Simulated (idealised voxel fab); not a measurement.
A process module follows: voxel lift off.
Cross-section cut spans 140 nm and uses square cells 5 nm in size.
We lay out every cross-section as a grid of square cells and spell it out in bands from the top down, where one band means one or more rows of cells. Per band: top height and bottom height in nm, followed by the left-to-right materials and their widths in nm; "all across" marks a single material spanning edge to edge, "empty" marks empty space. Height datum 0, below which the as-received substrate wafer is one material. Lowest band open at the bottom, running downward: "0 -> down". You'd read "30..40" like this: the band's top row of cells is as wide as the first number, its bottom row is as wide as the second, and going down, every row changes width by the same amount as the row before did. "nothing different" -> step changed no cross-section cell. The label "Closed internal cavities" introduces a list of the empty spaces, 8 cells or larger, that have no open way up to the top; each entry in it reads width x height at distance, where the distance is taken from the left edge and all three are stated in nm. If you see something after the settings on a step's line, that's the simulator's own remark about that step. "overlay nm", when on a step's line for a step with a mask, measures how far to the right of its planned place the mask lay; a negative measure means to the left.
STEPS PLANNED FOR THE PROCESS
step 1: RECEIVE | material Si
step 2: CONFORMAL_DEP | material Al2O3 | thk nm 10
step 3: PATTERN | tone open | mask id LINES | material resist | width nm 20 | pitch nm 35 | thk nm 25 | overlay nm 0
step 4: DIRECTIONAL_DEP | material Ru | thk nm 10
step 5: STRIP | etch materials resist
step 6: CONFORMAL_DEP | material SiCN | thk nm 10
OF TWO WAFERS, THE FIRST: RUN ACCORDING TO PLAN
AS RECEIVED, AFTER STEP 1
	0 -> down | Si all across
	Closed internal cavities: none
HOW THE WAFER STANDS IN SECTION AFTER STEP 2
	10 -> 0 | Al2O3 all across
	Note: structure below 0 unchanged.
HOW THE WAFER STANDS IN SECTION AFTER STEP 3
	35 -> 10 | 40 resist / 20 empty / 15 resist / 20 empty / 45 resist
	Note: structure below 10 unchanged.
HOW THE WAFER STANDS IN SECTION AFTER STEP 4
	45 -> 35 | 40 Ru / 20 empty / 15 Ru / 20 empty / 45 Ru
	35 -> 20 | 40 resist / 20 empty / 15 resist / 20 empty / 45 resist
	20 -> 10 | 40 resist / 20 Ru / 15 resist / 20 Ru / 45 resist
	Note: structure below 10 unchanged.
HOW THE WAFER STANDS IN SECTION AFTER STEP 5
	20 -> 10 | 40 empty / 20 Ru / 15 empty / 20 Ru / 45 empty
	Note: structure below 10 unchanged.
HOW THE WAFER STANDS IN SECTION AFTER STEP 6
	30 -> 20 | 30 empty / 75 SiCN / 35 empty
	20 -> 10 | 40 SiCN / 20 Ru / 15 SiCN / 20 Ru / 45 SiCN
	Note: structure below 10 unchanged.
NOW THE OTHER WAFER: SAME START, SAME RECIPE, BUT WE MESSED UP ONE THING WHEN RUNNING IT. UP TO AND INCLUDING STEP 2 IT'S THE SAME AS THE FIRST ONE
CROSS-SECTION: SECOND WAFER, TIME AT WHICH STEP 3 WAS SCHEDULED TO END
	35 -> 10 | 45 resist / 15 empty / 20 resist / 15 empty / 45 resist
	Note: structure below 10 unchanged.
CROSS-SECTION: SECOND WAFER, TIME AT WHICH STEP 4 WAS SCHEDULED TO END
	45 -> 35 | 45 Ru / 15 empty / 20 Ru / 15 empty / 45 Ru
	35 -> 20 | 45 resist / 15 empty / 20 resist / 15 empty / 45 resist
	20 -> 10 | 45 resist / 15 Ru / 20 resist / 15 Ru / 45 resist
	Note: structure below 10 unchanged.
CROSS-SECTION: SECOND WAFER, TIME AT WHICH STEP 5 WAS SCHEDULED TO END
	20 -> 10 | 45 empty / 15 Ru / 20 empty / 15 Ru / 45 empty
	Note: structure below 10 unchanged.
CROSS-SECTION: SECOND WAFER, TIME AT WHICH STEP 6 WAS SCHEDULED TO END
	30 -> 20 | 35 empty / 70 SiCN / 35 empty
	20 -> 10 | 45 SiCN / 15 Ru / 20 SiCN / 15 Ru / 45 SiCN
	Note: structure below 10 unchanged.
Diagnosis: step 3: run off-plan, actual operation and settings PATTERN | tone open | mask id LINES | material resist | width nm 15 | pitch nm 35 | thk nm 25 | overlay nm 0
Wafer comparison, final, in cells, second relative to first, materials more or fewer: -4 Ru, +2 SiCN
